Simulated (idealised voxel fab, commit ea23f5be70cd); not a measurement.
Process module heading - voxel ribs on slabs
290 nm wide, 5 nm square cells: that's cross-section cut.
Throughout this document, each cross-section is represented as a grid of square cells and is presented as a sequence of bands enumerated from the top downward, where a band comprises one or more rows of cells.
Look at the band entry: it leads with the top's height and the bottom's height in nm. Then it lists the materials left to right, with a width in nm for each. The word "throughout" on a single material says that material fills the band edge to edge. The word "empty" is empty space.
All heights in this document are referenced to 0, defined as the level beneath which the wafer, as received, consists entirely of one material. The lowest band is not bounded below; it extends indefinitely downward and is written in the form "0 down".
You'd read "30..40" like this: the band's top row of cells is as wide as the first number, its bottom row is as wide as the second, and going down, every row changes width by the same amount as the row before did.
"nothing changed", as given for a step, is the statement that not any cell of the cross-section underwent a change during that step.
Reported under the label "Non-vented voids" are the empty spaces having no open way to the top and comprising 8 cells or more; the notation for each is width x height at distance, in which the distance is measured from the left edge and all three values are in nm.
Where a step's line continues beyond its settings, the continuation is a remark by the simulator itself on that step.
The optional step-line setting "overlay nm" applies to steps with a mask and quantifies how far to the right of its planned location the mask lay, a negative value indicating leftward placement.

## Process steps foreseen in the plan
1. RECEIVE with material Si
2. DIRECTIONAL_DEP with material SiO2, thk nm 15
3. DIRECTIONAL_DEP with material polySi, thk nm 20
4. DIRECTIONAL_DEP with material aC, thk nm 15
5. PATTERN with tone cover, mask id RIB, material resist, width nm 25, thk nm 35, overlay nm 0
6. DIRECTIONAL_ETCH with etch materials aC, depth nm 15
7. STRIP with etch materials resist
8. DIRECTIONAL_ETCH with etch materials polySi, depth nm 5
9. STRIP with etch materials aC
10. DIRECTIONAL_DEP with material aC, thk nm 15
11. PATTERN with tone cover, mask id SLAB, material resist, width nm 85, thk nm 30, overlay nm 0
12. DIRECTIONAL_ETCH with etch materials aC, depth nm 15
13. STRIP with etch materials resist
14. DIRECTIONAL_ETCH with etch materials polySi, depth nm 15
15. STRIP with etch materials aC
16. FILL_DEP with material SiO2, thk nm 20
17. CMP with height nm 55
18. DIRECTIONAL_DEP with material TiN, thk nm 10
19. PATTERN with tone cover, mask id HEATER, material resist, width nm 35, thk nm 20, overlay nm 0
20. DIRECTIONAL_ETCH with etch materials TiN, depth nm 10
21. STRIP with etch materials resist
22. CONFORMAL_DEP with material SiO2, thk nm 10
varied across the wafers: thk nm of step 2. The plan shows the first wafer's value. All wafers start alike

## Cross-section of the first of several wafers as received (after step 1)
    0 down  Si throughout
    Non-vented voids: none

## Row per wafer, end-of-module: cell gain (+)/loss (-) by material since the wafer came in, then closed voids
thk nm 15; +706 SiO2; +14 TiN; +56 polySi; Non-vented voids: none
thk nm 20; +706 SiO2; +14 TiN; +56 polySi; Non-vented voids: none
thk nm 25; +706 SiO2; +14 TiN; +56 polySi; Non-vented voids: none
thk nm 30; +706 SiO2; +14 TiN; +56 polySi; Non-vented voids: none
thk nm 35; +706 SiO2; +14 TiN; +56 polySi; Non-vented voids: none
thk nm 40; +711 SiO2; +14 TiN; +51 polySi; Non-vented voids: none
